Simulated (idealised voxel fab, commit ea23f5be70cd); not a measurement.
process module | voxel self aligned contacts
cross-section cut | 250 nm wide | cells 5 nm
A cross-section is a grid of square cells, given in bands from the top down. A band is one or more rows of cells.
Each band's line starts with the height of the band's top and of its bottom, in nm. Then come its materials from left to right, each with its width in nm. One material with "throughout" fills the band from edge to edge. "air" is empty space.
Height 0 is the level under which the wafer as received is all one material. The lowest band goes on downwards, as in "0 down".
A width such as "30 to 40" changes by the same amount from each row of cells to the next, from the band's top row to its bottom row.
"no change" after a step means that no cell of the cross-section changed.
closed voids: empty space of 8 cells or more with no open way to the top, each as width x height at its distance from the left edge, in nm
after a step's settings: what the simulator itself notes on the step
overlay nm, on a step with a mask: how far to the right of its planned place the mask lay; to the left if negative
plan
1 op RECEIVE | material Si
2 op OXIDIZE | depth nm 5
3 op DIRECTIONAL_DEP | material polySi | thk nm 25
4 op DIRECTIONAL_DEP | material SiN | thk nm 20
5 op MASKED_ETCH | tone cover | mask id GATE | width nm 25 | pitch nm 70 | etch materials SiN | depth nm 20 | overlay nm 0
6 op MASKED_ETCH | tone cover | mask id GATE | width nm 25 | pitch nm 70 | etch materials polySi | depth nm 25 | overlay nm 0
7 op CONFORMAL_DEP | material SiN | thk nm 10
8 op DIRECTIONAL_ETCH | etch materials SiN | depth nm 10
9 op FILL_DEP | material SiO2 | thk nm 15
10 op CMP | height nm 50
11 op PATTERN | tone open | mask id CONTACT | material resist | width nm 55 | thk nm 20 | overlay nm 0
12 op DIRECTIONAL_ETCH | etch materials SiO2 | depth nm 55
13 op STRIP | etch materials resist
14 op CONFORMAL_DEP | material TiN | thk nm 5
15 op FILL_DEP | material Ru | thk nm 10
16 op CMP | height nm 50
17 op CONFORMAL_DEP | material SiN | thk nm 5
as received, after step 1
  0 down: Si throughout
  closed voids: none
a wafer at the end: this start, this plan, one mistake
  55 to 50: SiN throughout
  50 to 45: Ru 60 | TiN 35 | SiO2 55 | TiN 35 | Ru 65
  45 to 25: Ru 60 | TiN 5 | SiN 45 | SiO2 25 | SiN 45 | TiN 5 | Ru 65
  25 to 0: Ru 60 | TiN 5 | SiN 10 | polySi 25 | SiN 10 | SiO2 25 | SiN 10 | polySi 25 | SiN 10 | TiN 5 | Ru 65
  0 to -5: TiN 65 | SiO2 115 | TiN 70
  -5 down: Si throughout
  closed voids: none
what went wrong: step 11 ran as: op PATTERN | tone cover | mask id CONTACT | material resist | width nm 55 | thk nm 20 | overlay nm 0
